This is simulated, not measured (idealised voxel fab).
voxel capacitor over wiring: a process module
Cross-sectional view cut (width: 205 nm; square cell size: 5 nm).
Cross-section = grid of square cells, listed top down in bands; band = one or more rows. Top, bottom (nm), then materials left to right with widths (nm); lone material tagged "throughout" fills the whole band edge to edge; "empty" = empty space. Heights are expressed relative to 0, this being the level below which the as-received wafer comprises one material exclusively. The lowest band is unbounded in the downward direction and is denoted as in "from 0 down". With a width like "30->40", each row of cells in the band differs from the next by the same amount, the top row carrying the first number and the bottom row the second. Step note "same as before" = no cross-section cell changed. In the "Closed-off voids" entry, you get each enclosed empty space of 8 cells or more, one with no open way to the top, written width x height at distance, distance from the left edge, in nm. Text after the settings on a step's line: the simulator's own remark on that step. "overlay nm", when on a step's line for a step with a mask, measures how far to the right of its planned place the mask lay; a negative measure means to the left.
**Process steps - plan**
- 1: RECEIVE (material Si)
- 2: CONFORMAL_DEP (material SiO2; thk nm 10)
- 3: CONFORMAL_DEP (material SiN; thk nm 5)
- 4: DIRECTIONAL_DEP (material lowk; thk nm 20)
- 5: DIRECTIONAL_DEP (material aC; thk nm 10)
- 6: PATTERN (tone open; mask id METAL_1; material resist; width nm 20; pitch nm 70; thk nm 25; overlay nm 0)
- 7: DIRECTIONAL_ETCH (etch materials aC; depth nm 10)
- 8: STRIP (etch materials resist)
- 9: DIRECTIONAL_ETCH (etch materials lowk; depth nm 20)
- 10: DIRECTIONAL_ETCH (etch materials SiN; depth nm 5)
- 11: STRIP (etch materials aC)
- 12: CONFORMAL_DEP (material TiN; thk nm 5)
- 13: FILL_DEP (material Cu; thk nm 10)
- 14: CMP (height nm 35)
- 15: CONFORMAL_DEP (material SiCN; thk nm 5)
- 16: DIRECTIONAL_DEP (material SiO2; thk nm 15)
- 17: DIRECTIONAL_DEP (material aC; thk nm 15)
- 18: PATTERN (tone open; mask id PLUG_1; material resist; width nm 15; thk nm 30; overlay nm 0)
- 19: DIRECTIONAL_ETCH (etch materials aC; depth nm 15)
- 20: STRIP (etch materials resist)
- 21: DIRECTIONAL_ETCH (etch materials SiO2; depth nm 15)
- 22: DIRECTIONAL_ETCH (etch materials SiCN; depth nm 5)
- 23: STRIP (etch materials aC)
- 24: EPI (material Ru; thk nm 10)
- 25: EPI (material Ru; thk nm 10)
- 26: DIRECTIONAL_DEP (material TiN; thk nm 10)
- 27: DIRECTIONAL_DEP (material SiN; thk nm 5)
- 28: DIRECTIONAL_DEP (material TiN; thk nm 10)
- 29: DIRECTIONAL_DEP (material aC; thk nm 15)
- 30: PATTERN (tone cover; mask id UPPER_PLATE; material resist; width nm 55; thk nm 35; overlay nm 0)
- 31: DIRECTIONAL_ETCH (etch materials aC; depth nm 15)
- 32: STRIP (etch materials resist)
- 33: DIRECTIONAL_ETCH (etch materials TiN; depth nm 10)
- 34: DIRECTIONAL_ETCH (etch materials SiN; depth nm 5)
- 35: STRIP (etch materials aC)
- 36: MASKED_ETCH (tone cover; mask id LOWER_PLATE; width nm 65; etch materials TiN; depth nm 10; overlay nm 0)
- 37: FILL_DEP (material SiO2; thk nm 20)
- 38: CMP (height nm 95)
- 39: MASKED_ETCH (tone open; mask id PLUG_2; width nm 15; etch materials SiO2; depth nm 15; overlay nm 0)
- 40: CONFORMAL_DEP (material TiN; thk nm 5)
- 41: FILL_DEP (material Cu; thk nm 5)
- 42: CMP (height nm 95)
- 43: CONFORMAL_DEP (material SiCN; thk nm 5)
**Delivered wafer in cross-section: state after step 1**
- from 0 down: Si throughout
- Closed-off voids: none
**First of two wafers: cross-section at end of module, run per plan**
- from 100 to 95: SiCN throughout
- from 95 to 85: SiO2 (70) | TiN (5) | Cu (5) | TiN (5) | SiO2 (120)
- from 85 to 80: SiO2 (70) | TiN (15) | SiO2 (120)
- from 80 to 70: SiO2 (60) | TiN (55) | SiO2 (90)
- from 70 to 65: SiO2 (60) | SiN (55) | SiO2 (90)
- from 65 to 55: SiO2 (55) | TiN (65) | SiO2 (85)
- from 55 to 40: SiO2 (60) | Ru (15) | SiO2 (130)
- from 40 to 35: SiCN (60) | Ru (15) | SiCN (130)
- from 35 to 15: lowk (55) | TiN (5) | Cu (10) | TiN (5) | lowk (50) | TiN (5) | Cu (10) | TiN (5) | lowk (60)
- from 15 to 10: SiN (55) | TiN (20) | SiN (50) | TiN (20) | SiN (60)
- from 10 to 0: SiO2 throughout
- from 0 down: Si throughout
- Closed-off voids: none
**The second wafer, shown in cross-section after the module: started the same way as the first and given the same plan, yet one mistake crept into how it was run**
- from 100 to 95: SiCN throughout
- from 95 to 85: SiO2 (70) | TiN (5) | Cu (5) | TiN (5) | SiO2 (120)
- from 85 to 80: SiO2 (70) | TiN (15) | SiO2 (120)
- from 80 to 70: SiO2 (60) | TiN (55) | SiO2 (90)
- from 70 to 65: SiO2 (60) | SiN (55) | SiO2 (90)
- from 65 to 55: SiO2 (55) | TiN (65) | SiO2 (85)
- from 55 to 40: SiO2 (50) | Ru (15) | SiO2 (140)
- from 40 to 35: SiCN (50) | Ru (15) | SiCN (140)
- from 35 to 15: lowk (55) | TiN (5) | Cu (10) | TiN (5) | lowk (50) | TiN (5) | Cu (10) | TiN (5) | lowk (60)
- from 15 to 10: SiN (55) | TiN (20) | SiN (50) | TiN (20) | SiN (60)
- from 10 to 0: SiO2 throughout
- from 0 down: Si throughout
- Closed-off voids: none
What was the processing mistake? contrary to plan, step 18 was performed as PATTERN (tone open; mask id PLUG_1; material resist; width nm 15; thk nm 30; overlay nm -10)
Matching per-material cell counts, mismatched positions: that is how the second wafer compares with the first at the end.
